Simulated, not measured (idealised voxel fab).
Proc. module: voxel gate over fins
The width of the displayed cross-section, cut, is 260 nm; its cells are square, with a size of 5 nm.
Heads up, the way a cross-section reads in here is a grid of square cells, handed over as bands from the top down, with every band being one or more rows of cells. Look at the band entry: it leads with the top's height and the bottom's height in nm. Then it lists the materials left to right, with a width in nm for each. The word "edge to edge" on a single material says that material fills the band edge to edge. The word "air" is empty space. Heights are expressed relative to 0, this being the level below which the as-received wafer comprises one material exclusively. The lowest band is unbounded in the downward direction and is denoted as in "0 -> down". Per-row width for "30 to 40": begins at first number (top row of band), ends at second number (bottom row), increment between rows held constant. Key: "remained the same" - step with no changed cell in the cross-section. The entry titled "Entrapped void list" provides the empty spaces that have no open way to the top, restricted to those of 8 cells or more. Each is presented as width x height at distance, the distance being measured from the left edge, with all three in nm. Post-settings text on a step line: simulator's own remark regarding the step. "overlay nm" denotes, for a step that has a mask, the displacement of the mask to the right of its planned place, with negative values corresponding to the left.
### Steps in the process plan
1 RECEIVE with material Si
2 CONFORMAL_DEP with material SiN, thk nm 5
3 MASKED_ETCH with tone cover, mask id FINS, width nm 15, pitch nm 60, etch materials SiN, depth nm 5, overlay nm 0
4 MASKED_ETCH with tone cover, mask id FINS, width nm 15, pitch nm 60, etch materials Si, depth nm 35, overlay nm 0
5 OXIDIZE with depth nm 5
6 FILL_DEP with material SiO2, thk nm 5
7 CMP with height nm 5
8 MASKED_ETCH with tone open, mask id RAIL, width nm 15, etch materials SiO2, depth nm 35, overlay nm 0
9 CONFORMAL_DEP with material TiN, thk nm 5
10 FILL_DEP with material Ru, thk nm 10
11 CMP with height nm 5
12 SELECTIVE_ETCH with etch materials W Ru TiN, depth nm 20
13 FILL_DEP with material SiO2, thk nm 5
14 CMP with height nm 5
15 SELECTIVE_ETCH with etch materials SiO2, depth nm 15
16 STRIP with etch materials SiN
17 CONFORMAL_DEP with material HfO2, thk nm 5
18 CONFORMAL_DEP with material TiN, thk nm 5
19 FILL_DEP with material W, thk nm 15
20 CMP with height nm 20
21 CONFORMAL_DEP with material SiN, thk nm 10
### The first of two wafers, run as planned
### Incoming wafer in cross-section (state: after step 1)
* 0 -> down  Si edge to edge
* Entrapped void list: none
### So this is the wafer cross-section right after step 2
* 5 -> 0  SiN edge to edge
* Below 0, no change.
### So this is the wafer cross-section right after step 3
* 5 -> 0  60 of air, then 15 of SiN, then 45 of air, then 15 of SiN, then 45 of air, then 15 of SiN, then 65 of air
* Below 0, no change.
### So this is the wafer cross-section right after step 4
* 5 -> 0  60 of air, then 15 of SiN, then 45 of air, then 15 of SiN, then 45 of air, then 15 of SiN, then 65 of air
* 0 -> -35  60 of air, then 15 of Si, then 45 of air, then 15 of Si, then 45 of air, then 15 of Si, then 65 of air
* Below -35, no change.
### So this is the wafer cross-section right after step 5
* 5 -> 0  60 of air, then 15 of SiN, then 45 of air, then 15 of SiN, then 45 of air, then 15 of SiN, then 65 of air
* 0 -> -35  60 of air, then 5 of SiO2, then 5 of Si, then 5 of SiO2, then 45 of air, then 5 of SiO2, then 5 of Si, then 5 of SiO2, then 45 of air, then 5 of SiO2, then 5 of Si, then 5 of SiO2, then 65 of air
* -35 -> -40  65 of SiO2, then 5 of Si, then 55 of SiO2, then 5 of Si, then 55 of SiO2, then 5 of Si, then 70 of SiO2
* Below -40, no change.
### So this is the wafer cross-section right after step 6
* 10 -> 5  SiO2 edge to edge
* 5 -> 0  60 of SiO2, then 15 of SiN, then 45 of SiO2, then 15 of SiN, then 45 of SiO2, then 15 of SiN, then 65 of SiO2
* 0 -> -40  65 of SiO2, then 5 of Si, then 55 of SiO2, then 5 of Si, then 55 of SiO2, then 5 of Si, then 70 of SiO2
* Below -40, no change.
### So this is the wafer cross-section right after step 7
* 5 -> 0  60 of SiO2, then 15 of SiN, then 45 of SiO2, then 15 of SiN, then 45 of SiO2, then 15 of SiN, then 65 of SiO2
* Below 0, no change.
### So this is the wafer cross-section right after step 8
* 5 -> 0  60 of SiO2, then 15 of SiN, then 15 of SiO2, then 15 of air, then 15 of SiO2, then 15 of SiN, then 45 of SiO2, then 15 of SiN, then 65 of SiO2
* 0 -> -30  65 of SiO2, then 5 of Si, then 20 of SiO2, then 15 of air, then 20 of SiO2, then 5 of Si, then 55 of SiO2, then 5 of Si, then 70 of SiO2
* Below -30, no change.
### So this is the wafer cross-section right after step 9
* 10 -> 5  95 of TiN, then 5 of air, then 160 of TiN
* 5 -> 0  60 of SiO2, then 15 of SiN, then 15 of SiO2, then 5 of TiN, then 5 of air, then 5 of TiN, then 15 of SiO2, then 15 of SiN, then 45 of SiO2, then 15 of SiN, then 65 of SiO2
* 0 -> -25  65 of SiO2, then 5 of Si, then 20 of SiO2, then 5 of TiN, then 5 of air, then 5 of TiN, then 20 of SiO2, then 5 of Si, then 55 of SiO2, then 5 of Si, then 70 of SiO2
* -25 -> -30  65 of SiO2, then 5 of Si, then 20 of SiO2, then 15 of TiN, then 20 of SiO2, then 5 of Si, then 55 of SiO2, then 5 of Si, then 70 of SiO2
* Below -30, no change.
### So this is the wafer cross-section right after step 10
* 20 -> 10  Ru edge to edge
* 10 -> 5  95 of TiN, then 5 of Ru, then 160 of TiN
* 5 -> 0  60 of SiO2, then 15 of SiN, then 15 of SiO2, then 5 of TiN, then 5 of Ru, then 5 of TiN, then 15 of SiO2, then 15 of SiN, then 45 of SiO2, then 15 of SiN, then 65 of SiO2
* 0 -> -25  65 of SiO2, then 5 of Si, then 20 of SiO2, then 5 of TiN, then 5 of Ru, then 5 of TiN, then 20 of SiO2, then 5 of Si, then 55 of SiO2, then 5 of Si, then 70 of SiO2
* Below -25, no change.
### So this is the wafer cross-section right after step 11
* 5 -> 0  60 of SiO2, then 15 of SiN, then 15 of SiO2, then 5 of TiN, then 5 of Ru, then 5 of TiN, then 15 of SiO2, then 15 of SiN, then 45 of SiO2, then 15 of SiN, then 65 of SiO2
* Below 0, no change.
### So this is the wafer cross-section right after step 12
* 5 -> 0  60 of SiO2, then 15 of SiN, then 15 of SiO2, then 15 of air, then 15 of SiO2, then 15 of SiN, then 45 of SiO2, then 15 of SiN, then 65 of SiO2
* 0 -> -15  65 of SiO2, then 5 of Si, then 20 of SiO2, then 15 of air, then 20 of SiO2, then 5 of Si, then 55 of SiO2, then 5 of Si, then 70 of SiO2
* Below -15, no change.
### So this is the wafer cross-section right after step 13
* 10 -> 5  SiO2 edge to edge
* 5 -> 0  60 of SiO2, then 15 of SiN, then 45 of SiO2, then 15 of SiN, then 45 of SiO2, then 15 of SiN, then 65 of SiO2
* 0 -> -15  65 of SiO2, then 5 of Si, then 55 of SiO2, then 5 of Si, then 55 of SiO2, then 5 of Si, then 70 of SiO2
* Below -15, no change.
### So this is the wafer cross-section right after step 14
* 5 -> 0  60 of SiO2, then 15 of SiN, then 45 of SiO2, then 15 of SiN, then 45 of SiO2, then 15 of SiN, then 65 of SiO2
* Below 0, no change.
### So this is the wafer cross-section right after step 15
* 5 -> 0  60 of air, then 15 of SiN, then 45 of air, then 15 of SiN, then 45 of air, then 15 of SiN, then 65 of air
* 0 -> -10  65 of air, then 5 of Si, then 55 of air, then 5 of Si, then 55 of air, then 5 of Si, then 70 of air
* Below -10, no change.
### So this is the wafer cross-section right after step 16
* 0 -> -10  65 of air, then 5 of Si, then 55 of air, then 5 of Si, then 55 of air, then 5 of Si, then 70 of air
* Below -10, no change.
### So this is the wafer cross-section right after step 17
* 5 -> 0  60 of air, then 15 of HfO2, then 45 of air, then 15 of HfO2, then 45 of air, then 15 of HfO2, then 65 of air
* 0 -> -5  60 of air, then 5 of HfO2, then 5 of Si, then 5 of HfO2, then 45 of air, then 5 of HfO2, then 5 of Si, then 5 of HfO2, then 45 of air, then 5 of HfO2, then 5 of Si, then 5 of HfO2, then 65 of air
* -5 -> -10  65 of HfO2, then 5 of Si, then 55 of HfO2, then 5 of Si, then 55 of HfO2, then 5 of Si, then 70 of HfO2
* Below -10, no change.
### So this is the wafer cross-section right after step 18
* 10 -> 5  55 of air, then 25 of TiN, then 35 of air, then 25 of TiN, then 35 of air, then 25 of TiN, then 60 of air
* 5 -> 0  55 of air, then 5 of TiN, then 15 of HfO2, then 5 of TiN, then 35 of air, then 5 of TiN, then 15 of HfO2, then 5 of TiN, then 35 of air, then 5 of TiN, then 15 of HfO2, then 5 of TiN, then 60 of air
* 0 -> -5  60 of TiN, then 5 of HfO2, then 5 of Si, then 5 of HfO2, then 45 of TiN, then 5 of HfO2, then 5 of Si, then 5 of HfO2, then 45 of TiN, then 5 of HfO2, then 5 of Si, then 5 of HfO2, then 65 of TiN
* Below -5, no change.
### So this is the wafer cross-section right after step 19
* 25 -> 10  W edge to edge
* 10 -> 5  55 of W, then 25 of TiN, then 35 of W, then 25 of TiN, then 35 of W, then 25 of TiN, then 60 of W
* 5 -> 0  55 of W, then 5 of TiN, then 15 of HfO2, then 5 of TiN, then 35 of W, then 5 of TiN, then 15 of HfO2, then 5 of TiN, then 35 of W, then 5 of TiN, then 15 of HfO2, then 5 of TiN, then 60 of W
* Below 0, no change.
### So this is the wafer cross-section right after step 20
* 20 -> 10  W edge to edge
* Below 10, no change.
### So this is the wafer cross-section right after step 21
* 30 -> 20  SiN edge to edge
* Below 20, no change.
### For the second wafer, take the first wafer's start and plan, then add one mistake made in running it; everything through step 2, that step included, is shared with the first
### At the planned end of step 3, the second wafer in cross-section
* 5 -> 0  60 of air, then 20 of SiN, then 40 of air, then 20 of SiN, then 40 of air, then 20 of SiN, then 60 of air
* Below 0, no change.
### At the planned end of step 4, the second wafer in cross-section
* 5 -> 0  60 of air, then 20 of SiN, then 40 of air, then 20 of SiN, then 40 of air, then 20 of SiN, then 60 of air
* 0 -> -35  60 of air, then 20 of Si, then 40 of air, then 20 of Si, then 40 of air, then 20 of Si, then 60 of air
* Below -35, no change.
### At the planned end of step 5, the second wafer in cross-section
* 5 -> 0  60 of air, then 20 of SiN, then 40 of air, then 20 of SiN, then 40 of air, then 20 of SiN, then 60 of air
* 0 -> -35  60 of air, then 5 of SiO2, then 10 of Si, then 5 of SiO2, then 40 of air, then 5 of SiO2, then 10 of Si, then 5 of SiO2, then 40 of air, then 5 of SiO2, then 10 of Si, then 5 of SiO2, then 60 of air
* -35 -> -40  65 of SiO2, then 10 of Si, then 50 of SiO2, then 10 of Si, then 50 of SiO2, then 10 of Si, then 65 of SiO2
* Below -40, no change.
### At the planned end of step 6, the second wafer in cross-section
* 10 -> 5  SiO2 edge to edge
* 5 -> 0  60 of SiO2, then 20 of SiN, then 40 of SiO2, then 20 of SiN, then 40 of SiO2, then 20 of SiN, then 60 of SiO2
* 0 -> -40  65 of SiO2, then 10 of Si, then 50 of SiO2, then 10 of Si, then 50 of SiO2, then 10 of Si, then 65 of SiO2
* Below -40, no change.
### At the planned end of step 7, the second wafer in cross-section
* 5 -> 0  60 of SiO2, then 20 of SiN, then 40 of SiO2, then 20 of SiN, then 40 of SiO2, then 20 of SiN, then 60 of SiO2
* Below 0, no change.
### At the planned end of step 8, the second wafer in cross-section
* 5 -> 0  60 of SiO2, then 20 of SiN, then 10 of SiO2, then 15 of air, then 15 of SiO2, then 20 of SiN, then 40 of SiO2, then 20 of SiN, then 60 of SiO2
* 0 -> -30  65 of SiO2, then 10 of Si, then 15 of SiO2, then 15 of air, then 20 of SiO2, then 10 of Si, then 50 of SiO2, then 10 of Si, then 65 of SiO2
* Below -30, no change.
### At the planned end of step 9, the second wafer in cross-section
* 10 -> 5  95 of TiN, then 5 of air, then 160 of TiN
* 5 -> 0  60 of SiO2, then 20 of SiN, then 10 of SiO2, then 5 of TiN, then 5 of air, then 5 of TiN, then 15 of SiO2, then 20 of SiN, then 40 of SiO2, then 20 of SiN, then 60 of SiO2
* 0 -> -25  65 of SiO2, then 10 of Si, then 15 of SiO2, then 5 of TiN, then 5 of air, then 5 of TiN, then 20 of SiO2, then 10 of Si, then 50 of SiO2, then 10 of Si, then 65 of SiO2
* -25 -> -30  65 of SiO2, then 10 of Si, then 15 of SiO2, then 15 of TiN, then 20 of SiO2, then 10 of Si, then 50 of SiO2, then 10 of Si, then 65 of SiO2
* Below -30, no change.
### At the planned end of step 10, the second wafer in cross-section
* 20 -> 10  Ru edge to edge
* 10 -> 5  95 of TiN, then 5 of Ru, then 160 of TiN
* 5 -> 0  60 of SiO2, then 20 of SiN, then 10 of SiO2, then 5 of TiN, then 5 of Ru, then 5 of TiN, then 15 of SiO2, then 20 of SiN, then 40 of SiO2, then 20 of SiN, then 60 of SiO2
* 0 -> -25  65 of SiO2, then 10 of Si, then 15 of SiO2, then 5 of TiN, then 5 of Ru, then 5 of TiN, then 20 of SiO2, then 10 of Si, then 50 of SiO2, then 10 of Si, then 65 of SiO2
* Below -25, no change.
### At the planned end of step 11, the second wafer in cross-section
* 5 -> 0  60 of SiO2, then 20 of SiN, then 10 of SiO2, then 5 of TiN, then 5 of Ru, then 5 of TiN, then 15 of SiO2, then 20 of SiN, then 40 of SiO2, then 20 of SiN, then 60 of SiO2
* Below 0, no change.
### At the planned end of step 12, the second wafer in cross-section
* 5 -> 0  60 of SiO2, then 20 of SiN, then 10 of SiO2, then 15 of air, then 15 of SiO2, then 20 of SiN, then 40 of SiO2, then 20 of SiN, then 60 of SiO2
* 0 -> -15  65 of SiO2, then 10 of Si, then 15 of SiO2, then 15 of air, then 20 of SiO2, then 10 of Si, then 50 of SiO2, then 10 of Si, then 65 of SiO2
* Below -15, no change.
### At the planned end of step 13, the second wafer in cross-section
* 10 -> 5  SiO2 edge to edge
* 5 -> 0  60 of SiO2, then 20 of SiN, then 40 of SiO2, then 20 of SiN, then 40 of SiO2, then 20 of SiN, then 60 of SiO2
* 0 -> -15  65 of SiO2, then 10 of Si, then 50 of SiO2, then 10 of Si, then 50 of SiO2, then 10 of Si, then 65 of SiO2
* Below -15, no change.
### At the planned end of step 14, the second wafer in cross-section
* 5 -> 0  60 of SiO2, then 20 of SiN, then 40 of SiO2, then 20 of SiN, then 40 of SiO2, then 20 of SiN, then 60 of SiO2
* Below 0, no change.
### At the planned end of step 15, the second wafer in cross-section
* 5 -> 0  60 of air, then 20 of SiN, then 40 of air, then 20 of SiN, then 40 of air, then 20 of SiN, then 60 of air
* 0 -> -10  65 of air, then 10 of Si, then 50 of air, then 10 of Si, then 50 of air, then 10 of Si, then 65 of air
* Below -10, no change.
### At the planned end of step 16, the second wafer in cross-section
* 0 -> -10  65 of air, then 10 of Si, then 50 of air, then 10 of Si, then 50 of air, then 10 of Si, then 65 of air
* Below -10, no change.
### At the planned end of step 17, the second wafer in cross-section
* 5 -> 0  60 of air, then 20 of HfO2, then 40 of air, then 20 of HfO2, then 40 of air, then 20 of HfO2, then 60 of air
* 0 -> -5  60 of air, then 5 of HfO2, then 10 of Si, then 5 of HfO2, then 40 of air, then 5 of HfO2, then 10 of Si, then 5 of HfO2, then 40 of air, then 5 of HfO2, then 10 of Si, then 5 of HfO2, then 60 of air
* -5 -> -10  65 of HfO2, then 10 of Si, then 50 of HfO2, then 10 of Si, then 50 of HfO2, then 10 of Si, then 65 of HfO2
* Below -10, no change.
### At the planned end of step 18, the second wafer in cross-section
* 10 -> 5  55 of air, then 30 of TiN, then 30 of air, then 30 of TiN, then 30 of air, then 30 of TiN, then 55 of air
* 5 -> 0  55 of air, then 5 of TiN, then 20 of HfO2, then 5 of TiN, then 30 of air, then 5 of TiN, then 20 of HfO2, then 5 of TiN, then 30 of air, then 5 of TiN, then 20 of HfO2, then 5 of TiN, then 55 of air
* 0 -> -5  60 of TiN, then 5 of HfO2, then 10 of Si, then 5 of HfO2, then 40 of TiN, then 5 of HfO2, then 10 of Si, then 5 of HfO2, then 40 of TiN, then 5 of HfO2, then 10 of Si, then 5 of HfO2, then 60 of TiN
* Below -5, no change.
### At the planned end of step 19, the second wafer in cross-section
* 25 -> 10  W edge to edge
* 10 -> 5  55 of W, then 30 of TiN, then 30 of W, then 30 of TiN, then 30 of W, then 30 of TiN, then 55 of W
* 5 -> 0  55 of W, then 5 of TiN, then 20 of HfO2, then 5 of TiN, then 30 of W, then 5 of TiN, then 20 of HfO2, then 5 of TiN, then 30 of W, then 5 of TiN, then 20 of HfO2, then 5 of TiN, then 55 of W
* Below 0, no change.
### At the planned end of step 20, the second wafer in cross-section
* 20 -> 10  W edge to edge
* Below 10, no change.
### At the planned end of step 21, the second wafer in cross-section
* 30 -> 20  SiN edge to edge
* Below 20, no change.
Finding, execution versus plan: not per plan at step 3, really ran MASKED_ETCH with tone cover, mask id FINS, width nm 20, pitch nm 60, etch materials SiN, depth nm 5, overlay nm 0
Bottom line after processing is that, in cells, the second wafer is up or down on some materials versus the first: Si +24, SiO2 -18, W -6
